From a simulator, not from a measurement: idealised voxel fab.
The document below concerns the process module designated voxel capacitor over wiring.
Displayed cross-section: cut, width of 140 nm, square cells sized 5 nm.
Cross-section, as written here: a square-cell grid given band by band from the top down, where a band holds one or more rows of cells. This entry defines a band. It first specifies the height of the band's top and the height of its bottom in nm, and then specifies the band's materials from left to right, stating each material with its width in nm. The word "throughout" identifies a single material that fills the band from edge to edge, while the word "blank" identifies empty space. For the purposes of this specification, 0 denotes the height below which the wafer in its as-received condition is composed wholly of one material, and the lowermost band, lacking a lower limit, extends downward without end, as expressed in "from 0 down". The two numbers in a width such as "30->40" mark its ends across the band: the first belongs to the top row of cells, the second to the bottom row, and from each row to the next the width moves by the same amount. "nothing changed" means the step left every cell of the cross-section as it was. "Closed cavity list" lists enclosed empty spaces (at least 8 cells, no open path upward to the top), each as width x height at distance from the left edge, in nm. It should be noted that, on the line of a given step, the content following the step's settings is a remark produced by the simulator itself with respect to that step. overlay nm: for a step with a mask, the amount by which the mask lay right of where it was planned; a negative amount means left of it.
Set out below are the planned steps of the process
1 RECEIVE: material Si
2 CONFORMAL_DEP: material SiO2, thk nm 15
3 DIRECTIONAL_DEP: material TiN, thk nm 5
4 DIRECTIONAL_DEP: material W, thk nm 25
5 MASKED_ETCH: tone cover, mask id METAL_1, width nm 20, pitch nm 75, etch materials W, depth nm 25, overlay nm 0
6 MASKED_ETCH: tone cover, mask id METAL_1, width nm 20, pitch nm 75, etch materials TiN, depth nm 5, overlay nm 0
7 FILL_DEP: material lowk, thk nm 5
8 CMP: height nm 45
9 CONFORMAL_DEP: material SiCN, thk nm 5
10 DIRECTIONAL_DEP: material lowk, thk nm 15
11 PATTERN: tone open, mask id PLUG_1, material resist, width nm 15, thk nm 20, overlay nm 0
12 DIRECTIONAL_ETCH: etch materials lowk, depth nm 15
13 DIRECTIONAL_ETCH: etch materials SiCN, depth nm 5
14 STRIP: etch materials resist
15 EPI: material Ru, thk nm 10
16 EPI: material Ru, thk nm 10
17 DIRECTIONAL_DEP: material TiN, thk nm 5
18 DIRECTIONAL_DEP: material SiN, thk nm 5
19 DIRECTIONAL_DEP: material TiN, thk nm 10
20 PATTERN: tone cover, mask id UPPER_PLATE, material resist, width nm 60, thk nm 20, overlay nm 0
21 DIRECTIONAL_ETCH: etch materials TiN, depth nm 10
22 DIRECTIONAL_ETCH: etch materials SiN, depth nm 5
23 STRIP: etch materials resist
24 DIRECTIONAL_DEP: material aC, thk nm 10
25 PATTERN: tone cover, mask id LOWER_PLATE, material resist, width nm 70, thk nm 30, overlay nm 0
26 DIRECTIONAL_ETCH: etch materials aC, depth nm 10
27 STRIP: etch materials resist
28 DIRECTIONAL_ETCH: etch materials TiN, depth nm 5
29 STRIP: etch materials aC
30 FILL_DEP: material SiO2, thk nm 15
31 CMP: height nm 95
32 MASKED_ETCH: tone open, mask id PLUG_2, width nm 15, etch materials SiO2, depth nm 10, overlay nm 0
33 CONFORMAL_DEP: material TiN, thk nm 5
34 FILL_DEP: material Cu, thk nm 5
35 CMP: height nm 95
36 CONFORMAL_DEP: material SiCN, thk nm 5
Cross-section of the wafer as it came to us, i.e., already through step 1
* from 0 down  Si throughout
* Closed cavity list: none
Cross-sectional result after module completion. Note: starting condition and plan are unchanged from above; one processing mistake was made
* from 100 to 95  SiCN throughout
* from 95 to 90  SiO2 35 nm, TiN 5 nm, Cu 5 nm, TiN 5 nm, SiO2 90 nm
* from 90 to 85  SiO2 35 nm, TiN 15 nm, SiO2 90 nm
* from 85 to 75  SiO2 25 nm, TiN 15 nm, SiO2 35 nm, TiN 10 nm, SiO2 55 nm
* from 75 to 70  SiO2 25 nm, SiN 15 nm, SiO2 35 nm, SiN 10 nm, SiO2 55 nm
* from 70 to 65  SiO2 20 nm, TiN 20 nm, SiO2 35 nm, TiN 15 nm, SiO2 50 nm
* from 65 to 55  Ru 25 nm, lowk 15 nm, TiN 35 nm, Ru 60 nm, SiO2 5 nm
* from 55 to 50  Ru 25 nm, lowk 15 nm, SiN 35 nm, Ru 60 nm, SiO2 5 nm
* from 50 to 45  Ru 25 nm, SiCN 15 nm, TiN 35 nm, Ru 60 nm, SiO2 5 nm
* from 45 to 20  lowk 20 nm, W 20 nm, lowk 55 nm, W 20 nm, lowk 25 nm
* from 20 to 15  lowk 20 nm, TiN 20 nm, lowk 55 nm, TiN 20 nm, lowk 25 nm
* from 15 to 0  SiO2 throughout
* from 0 down  Si throughout
* Closed cavity list: none
Against the plan, the run slipped here: step 11 off recipe, ran as PATTERN: tone cover, mask id PLUG_1, material resist, width nm 15, thk nm 20, overlay nm 0
